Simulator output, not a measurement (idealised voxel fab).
process module | voxel transistor to metal
Xsec cut, 185 nm wide, square cell size 5 nm.
We lay out every cross-section as a grid of square cells and spell it out in bands from the top down, where one band means one or more rows of cells.
A band entry consists of two parts. The first gives the height of the band's top and the height of its bottom, in nm. The rest lists the band's materials from left to right, each with its width in nm. A single material labelled with the word "everywhere" fills the band from edge to edge, and the word "empty" marks empty space.
Height 0 is the level under which the wafer as received is all one material. The lowest band goes on downwards, as in "0 down".
The expression "30..40" gives the width at the extremes of the band, the first number at its top row of cells and the second at its bottom row, with the width changing by equal amounts from each row to the next in between.
No cell of the cross-section changed in a step that is given as "nothing was modified".
For the entry "Voids, sealed", the listed items are empty spaces with no open way to the top whose size is 8 cells or more; each item follows the pattern width x height at distance, where distance is from the left edge and all three are in nm.
Note: text after step settings on the step line = simulator remark on that step.
When a step includes a mask, the "overlay nm" setting on its line states how far to the right of its planned place that mask lay, and negative values state how far to the left.

## Steps planned for the process
1,RECEIVE,material Si
2,OXIDIZE,depth nm 5
3,CONFORMAL_DEP,material SiN,thk nm 10
4,PATTERN,tone cover,mask id ACTIVE,material resist,width nm 120,thk nm 15,overlay nm 0
5,DIRECTIONAL_ETCH,etch materials SiN,depth nm 10
6,DIRECTIONAL_ETCH,etch materials SiO2,depth nm 5
7,DIRECTIONAL_ETCH,etch materials Si,depth nm 25
8,STRIP,etch materials resist
9,OXIDIZE,depth nm 5
10,FILL_DEP,material SiO2,thk nm 15
11,CMP,height nm 10
12,SELECTIVE_ETCH,etch materials SiO2,depth nm 10
13,STRIP,etch materials SiN
14,SELECTIVE_ETCH,etch materials SiO2,depth nm 5
15,OXIDIZE,depth nm 5
16,DIRECTIONAL_DEP,material polySi,thk nm 25
17,DIRECTIONAL_DEP,material SiCN,thk nm 15
18,PATTERN,tone cover,mask id GATE,material resist,width nm 30,thk nm 15,overlay nm 0
19,DIRECTIONAL_ETCH,etch materials SiCN,depth nm 25
20,DIRECTIONAL_ETCH,etch materials polySi,depth nm 35
21,STRIP,etch materials resist
22,CONFORMAL_DEP,material SiO2,thk nm 5
23,DIRECTIONAL_ETCH,etch materials SiO2,depth nm 5
24,CONFORMAL_DEP,material SiN,thk nm 5
25,DIRECTIONAL_ETCH,etch materials SiN,depth nm 5
26,DIRECTIONAL_ETCH,etch materials SiO2,depth nm 5
27,DIRECTIONAL_ETCH,etch materials Si,depth nm 5
28,EPI,material nSi,thk nm 10
29,FILL_DEP,material SiO2,thk nm 10
30,CMP,height nm 20
31,STRIP,etch materials polySi
32,SELECTIVE_ETCH,etch materials SiO2,depth nm 5
33,CONFORMAL_DEP,material HfO2,thk nm 5
34,CONFORMAL_DEP,material TiN,thk nm 5
35,FILL_DEP,material W,thk nm 5
36,CMP,height nm 15
37,DIRECTIONAL_DEP,material SiO2,thk nm 10
38,DIRECTIONAL_DEP,material aC,thk nm 15
39,PATTERN,tone open,mask id CONTACT,material resist,width nm 20,pitch nm 90,thk nm 30,overlay nm -15
40,DIRECTIONAL_ETCH,etch materials aC,depth nm 15
41,STRIP,etch materials resist
42,DIRECTIONAL_ETCH,etch materials SiO2,depth nm 30
43,STRIP,etch materials aC
44,CONFORMAL_DEP,material TiN,thk nm 5
45,FILL_DEP,material Ru,thk nm 10
46,CMP,height nm 25
47,CONFORMAL_DEP,material SiN,thk nm 5
48,DIRECTIONAL_DEP,material lowk,thk nm 20
49,MASKED_ETCH,tone open,mask id METAL_1,width nm 20,pitch nm 90,etch materials lowk,depth nm 20,overlay nm 0
50,MASKED_ETCH,tone open,mask id METAL_1,width nm 20,pitch nm 90,etch materials SiN,depth nm 5,overlay nm 0
51,CONFORMAL_DEP,material TiN,thk nm 5
52,FILL_DEP,material W,thk nm 10
53,CMP,height nm 50
54,EPI,material Ru,thk nm 5
55,FILL_DEP,material SiCN,thk nm 5
56,DIRECTIONAL_DEP,material lowk,thk nm 30
57,PATTERN,tone open,mask id METAL_2_HOLES,material resist,width nm 15,pitch nm 90,thk nm 20,overlay nm 0
58,DIRECTIONAL_ETCH,etch materials lowk,depth nm 30
59,STRIP,etch materials resist
60,PATTERN,tone open,mask id METAL_2,material resist,width nm 20,pitch nm 90,thk nm 15,overlay nm 0
61,DIRECTIONAL_ETCH,etch materials lowk,depth nm 20
62,DIRECTIONAL_ETCH,etch materials SiCN,depth nm 5
63,STRIP,etch materials resist
64,CONFORMAL_DEP,material TiN,thk nm 5
65,FILL_DEP,material Cu,thk nm 10
66,CMP,height nm 90
67,CONFORMAL_DEP,material SiN,thk nm 5
The wafers in this document start out alike and differ in the overlay nm applied at step 39; the plan shows the value used for the first wafer.

## Here's the first of the wafers in cross-section, just as we got it, i.e. after step 1
  0 down = Si everywhere
  Voids, sealed: none

## First of several wafers: cross-section at the end of the module, after step 67, its last step
  95 to 90 = SiN everywhere
  90 to 75 = lowk 35  TiN 5  Cu 10  TiN 5  lowk 70  TiN 5  Cu 10  TiN 5  lowk 40
  75 to 70 = lowk 35  TiN 5  Cu 5  TiN 10  lowk 70  TiN 5  Cu 5  TiN 10  lowk 40
  70 to 60 = lowk 35  TiN 5  Cu 5  TiN 5  lowk 75  TiN 5  Cu 5  TiN 5  lowk 45
  60 to 55 = SiCN 35  TiN 15  SiCN 75  TiN 15  SiCN 45
  55 to 50 = SiCN 30  Ru 30  SiCN 60  Ru 30  SiCN 35
  50 to 30 = lowk 35  TiN 5  W 10  TiN 5  lowk 70  TiN 5  W 10  TiN 5  lowk 40
  30 to 25 = SiN 35  TiN 20  SiN 70  TiN 20  SiN 40
  25 to 15 = SiO2 20  TiN 5  Ru 10  TiN 5  SiO2 70  TiN 5..10  Ru 10..5  TiN 5  SiO2 55
  15 to 5 = SiO2 20  TiN 5  Ru 10  TiN 5  SiO2 25  SiN 5  HfO2 5  TiN 5  W 20  TiN 5  HfO2 5  SiN 5  TiN 5  Ru 5  TiN 5  SiO2 55
  5 to 0 = SiO2 20  TiN 5  Ru 10  TiN 5  SiO2 25  SiN 5  HfO2 5  TiN 5  W 20  TiN 5  HfO2 5  SiN 5  TiN 15  SiO2 55
  0 to -5 = SiO2 20  TiN 20  SiO2 15  nSi 10  SiN 5  HfO2 5  TiN 30  HfO2 5  SiN 5  nSi 10  TiN 5  SiO2 55
  -5 to -10 = SiO2 30  nSi 35  SiO2 5  HfO2 40  SiO2 5  nSi 35  SiO2 35
  -10 to -15 = SiO2 35  nSi 30  Si 50  nSi 30  SiO2 40
  -15 to -35 = SiO2 35  Si 110  SiO2 40
  -35 down = Si everywhere
  Voids, sealed: none

## Of the several wafers, the last: cross-section at the end of the module
  95 to 90 = SiN everywhere
  90 to 75 = lowk 35  TiN 5  Cu 10  TiN 5  lowk 70  TiN 5  Cu 10  TiN 5  lowk 40
  75 to 70 = lowk 35  TiN 5  Cu 5  TiN 10  lowk 70  TiN 5  Cu 5  TiN 10  lowk 40
  70 to 60 = lowk 35  TiN 5  Cu 5  TiN 5  lowk 75  TiN 5  Cu 5  TiN 5  lowk 45
  60 to 55 = SiCN 35  TiN 15  SiCN 75  TiN 15  SiCN 45
  55 to 50 = SiCN 30  Ru 30  SiCN 60  Ru 30  SiCN 35
  50 to 30 = lowk 35  TiN 5  W 10  TiN 5  lowk 70  TiN 5  W 10  TiN 5  lowk 40
  30 to 25 = SiN 35  TiN 20  SiN 70  TiN 20  SiN 40
  25 to 15 = SiO2 50  TiN 5  Ru 10..5  TiN 5..10  SiO2 70  TiN 5  Ru 10  TiN 5  SiO2 25
  15 to 5 = SiO2 50  TiN 5  Ru 5  TiN 5  SiN 5  HfO2 5  TiN 5  W 20  TiN 5  HfO2 5  SiN 5  SiO2 25  TiN 5  Ru 10  TiN 5  SiO2 25
  5 to 0 = SiO2 50  TiN 15  SiN 5  HfO2 5  TiN 5  W 20  TiN 5  HfO2 5  SiN 5  SiO2 25  TiN 5  Ru 10  TiN 5  SiO2 25
  0 to -5 = SiO2 50  TiN 5  nSi 10  SiN 5  HfO2 5  TiN 30  HfO2 5  SiN 5  nSi 10  SiO2 15  TiN 20  SiO2 25
  -5 to -10 = SiO2 30  nSi 35  SiO2 5  HfO2 40  SiO2 5  nSi 35  SiO2 35
  -10 to -15 = SiO2 35  nSi 30  Si 50  nSi 30  SiO2 40
  -15 to -35 = SiO2 35  Si 110  SiO2 40
  -35 down = Si everywhere
  Voids, sealed: none

## Every row in this table is a wafer at the end of the module, and it gives, for each of the materials, the cells that wafer has gained (+) or lost (-) since it was received, then its closed voids
overlay nm -15 | +18 Cu | +16 HfO2 | +27 Ru | -161 Si | +56 SiCN | +74 SiN | +226 SiO2 | +95 TiN | +28 W | +294 lowk | +30 nSi | Voids, sealed: none
overlay nm -10 | +18 Cu | +16 HfO2 | +30 Ru | -161 Si | +56 SiCN | +74 SiN | +222 SiO2 | +96 TiN | +28 W | +294 lowk | +30 nSi | Voids, sealed: none
overlay nm -5 | +18 Cu | +16 HfO2 | +31 Ru | -161 Si | +56 SiCN | +74 SiN | +221 SiO2 | +96 TiN | +28 W | +294 lowk | +30 nSi | Voids, sealed: none
overlay nm 0 | +18 Cu | +16 HfO2 | +32 Ru | -161 Si | +56 SiCN | +74 SiN | +220 SiO2 | +96 TiN | +28 W | +294 lowk | +30 nSi | Voids, sealed: none
overlay nm 5 | +18 Cu | +16 HfO2 | +31 Ru | -161 Si | +56 SiCN | +74 SiN | +221 SiO2 | +96 TiN | +28 W | +294 lowk | +30 nSi | Voids, sealed: none
overlay nm 10 | +18 Cu | +16 HfO2 | +30 Ru | -161 Si | +56 SiCN | +74 SiN | +222 SiO2 | +96 TiN | +28 W | +294 lowk | +30 nSi | Voids, sealed: none
overlay nm 15 | +18 Cu | +16 HfO2 | +27 Ru | -161 Si | +56 SiCN | +74 SiN | +226 SiO2 | +95 TiN | +28 W | +294 lowk | +30 nSi | Voids, sealed: none
